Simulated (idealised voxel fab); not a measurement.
The following process module bears the name voxel self aligned vias.
Cross-section cut spans 300 nm and uses square cells 5 nm in size.
Just so we're on the same page, the cross-sections are grids of square cells, and they're listed out in bands top to bottom, each band one or more rows deep. In this notation a band is specified by the heights of its top and bottom, in that order and in nm, after which its materials appear from left to right, each paired with its width in nm. The word "all across" attached to a single material means that material fills the band from edge to edge; the word "empty" stands for empty space. It should be noted that heights are counted from 0, beneath which the wafer as supplied is of one material throughout, and that the lowest band possesses no lower boundary but continues downward, as written in "0 -> down". A two-number width, for instance "30..40", indicates that the width is equal to the first number in the top row of the band and to the second number in the bottom row, and that it changes by a constant amount per row of cells. Key: "no alteration" - step with no changed cell in the cross-section. Empty spaces without an open route to the top, at least 8 cells in extent, make up the entry "Entrapped void list"; each is given as width x height at distance, where the distance is measured from the left edge, and all are in nm. The remark found on a step's line after its settings is issued by the simulator itself and pertains to that step. overlay nm: step with mask; distance mask lay right of planned place; negative value = left of planned place.
-- Below is the list of planned process steps
- 1: op RECEIVE | material Si
- 2: op CONFORMAL_DEP | material SiO2 | thk nm 10
- 3: op CONFORMAL_DEP | material SiCN | thk nm 5
- 4: op DIRECTIONAL_DEP | material lowk | thk nm 30
- 5: op MASKED_ETCH | tone open | mask id LINES | width nm 20 | pitch nm 70 | etch materials lowk | depth nm 30 | overlay nm 0
- 6: op CONFORMAL_DEP | material TiN | thk nm 5
- 7: op FILL_DEP | material Ru | thk nm 10
- 8: op CMP | height nm 45
- 9: op SELECTIVE_ETCH | etch materials W Ru TiN | depth nm 10
- 10: op FILL_DEP | material SiN | thk nm 5
- 11: op CMP | height nm 45
- 12: op DIRECTIONAL_DEP | material lowk | thk nm 20
- 13: op DIRECTIONAL_DEP | material aC | thk nm 15
- 14: op PATTERN | tone open | mask id VIAS | material resist | width nm 40 | pitch nm 140 | thk nm 30 | overlay nm 0
- 15: op DIRECTIONAL_ETCH | etch materials aC | depth nm 15
- 16: op STRIP | etch materials resist
- 17: op DIRECTIONAL_ETCH | etch materials lowk | depth nm 20
- 18: op DIRECTIONAL_ETCH | etch materials SiN | depth nm 10
- 19: op STRIP | etch materials aC
- 20: op CONFORMAL_DEP | material TiN | thk nm 5
- 21: op FILL_DEP | material Cu | thk nm 5
- 22: op CMP | height nm 65
- 23: op CONFORMAL_DEP | material SiCN | thk nm 5
-- Cross-section of the wafer at receipt, which is the condition after step 1
	0 -> down | Si all across
	Entrapped void list: none
-- Cross-section at module end, one run error; start and plan unchanged from above
	70 -> 65 | SiCN all across
	65 -> 45 | lowk 60 nm  TiN 5 nm  Cu 30 nm  TiN 5 nm  lowk 100 nm  TiN 5 nm  Cu 30 nm  TiN 5 nm  lowk 60 nm
	45 -> 40 | lowk 60 nm  TiN 15 nm  Cu 10 nm  TiN 15 nm  lowk 40 nm  SiN 20 nm  lowk 40 nm  TiN 15 nm  Cu 10 nm  TiN 15 nm  lowk 60 nm
	40 -> 35 | lowk 70 nm  TiN 20 nm  lowk 50 nm  SiN 20 nm  lowk 50 nm  TiN 20 nm  lowk 70 nm
	35 -> 20 | lowk 70 nm  TiN 5 nm  Ru 10 nm  TiN 5 nm  lowk 50 nm  TiN 5 nm  Ru 10 nm  TiN 5 nm  lowk 50 nm  TiN 5 nm  Ru 10 nm  TiN 5 nm  lowk 70 nm
	20 -> 15 | lowk 70 nm  TiN 20 nm  lowk 50 nm  TiN 20 nm  lowk 50 nm  TiN 20 nm  lowk 70 nm
	15 -> 10 | SiCN all across
	10 -> 0 | SiO2 all across
	0 -> down | Si all across
	Entrapped void list: none
Processing error: step 17 off recipe, ran as op DIRECTIONAL_ETCH | etch materials lowk | depth nm 25
